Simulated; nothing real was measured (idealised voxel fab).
This section sets out a process module, namely voxel double patterning.
This is section cut - it's 230 nm across, gridded in 5 nm square cells.
Bands, listed from the top down, are how a cross-section gets written in this document; the cross-section itself is a grid of square cells, and a band is one or more rows of them. Each band's line starts with the height of the band's top and of its bottom, in nm. Then come its materials from left to right, each with its width in nm. One material with "edge to edge" fills the band from edge to edge. "air" is empty space. Below 0: as-received wafer, all one material; heights counted from there. Lowest band: no bottom, goes on down, written "0 down". You'd read "30 to 40" like this: the band's top row of cells is as wide as the first number, its bottom row is as wide as the second, and going down, every row changes width by the same amount as the row before did. Any step labelled "nothing altered" changed none of the cells in the cross-section. This entry, "Closed void entries", enumerates those empty regions of no fewer than 8 cells that possess no open connection to the top. Each region is reported in the form width x height at distance, the distance being taken from the left edge, with all three quantities expressed in nm. Where a step's line continues beyond its settings, the continuation is a remark by the simulator itself on that step. overlay nm: how far to the right of its planned place the mask lay on this masked step (negative: to the left).
BELOW IS THE LIST OF PLANNED PROCESS STEPS
| 1 | RECEIVE [material Si] |
| 2 | CONFORMAL_DEP [material SiO2] [thk nm 5] |
| 3 | DIRECTIONAL_DEP [material W] [thk nm 20] |
| 4 | DIRECTIONAL_DEP [material SiCN] [thk nm 10] |
| 5 | DIRECTIONAL_DEP [material aC] [thk nm 10] |
| 6 | PATTERN [tone open] [mask id FIRST] [material resist] [width nm 15] [pitch nm 50] [thk nm 25] [overlay nm 0] |
| 7 | DIRECTIONAL_ETCH [etch materials aC] [depth nm 5] |
| 8 | STRIP [etch materials resist] |
| 9 | DIRECTIONAL_ETCH [etch materials SiCN] [depth nm 10] |
| 10 | STRIP [etch materials aC] |
| 11 | MASKED_ETCH [tone open] [mask id SECOND] [width nm 15] [pitch nm 50] [etch materials SiCN] [depth nm 10] [overlay nm 0] |
| 12 | DIRECTIONAL_ETCH [etch materials W] [depth nm 20] |
| 13 | STRIP [etch materials SiCN] |
The wafers are alike at the start. At step 7, their depth nm differs. The plan lists the first wafer's value.
RECEIVED WAFERS, FIRST OF SEVERAL: CROSS-SECTION AFTER STEP 1
0 down  Si edge to edge
Closed void entries: none
BELOW: A ROW PER WAFER. CONTENTS AT END OF MODULE: FOR EVERY MATERIAL, CELLS GAINED SINCE RECEIPT (+) OR LOST SINCE RECEIPT (-); THEN CLOSED VOIDS
depth nm 5, +46 SiO2, +160 W, Closed void entries: none
depth nm 10, +46 SiO2, +124 W, Closed void entries: none
depth nm 15, +46 SiO2, +124 W, Closed void entries: none
depth nm 20, +46 SiO2, +124 W, Closed void entries: none
depth nm 25, +46 SiO2, +124 W, Closed void entries: none
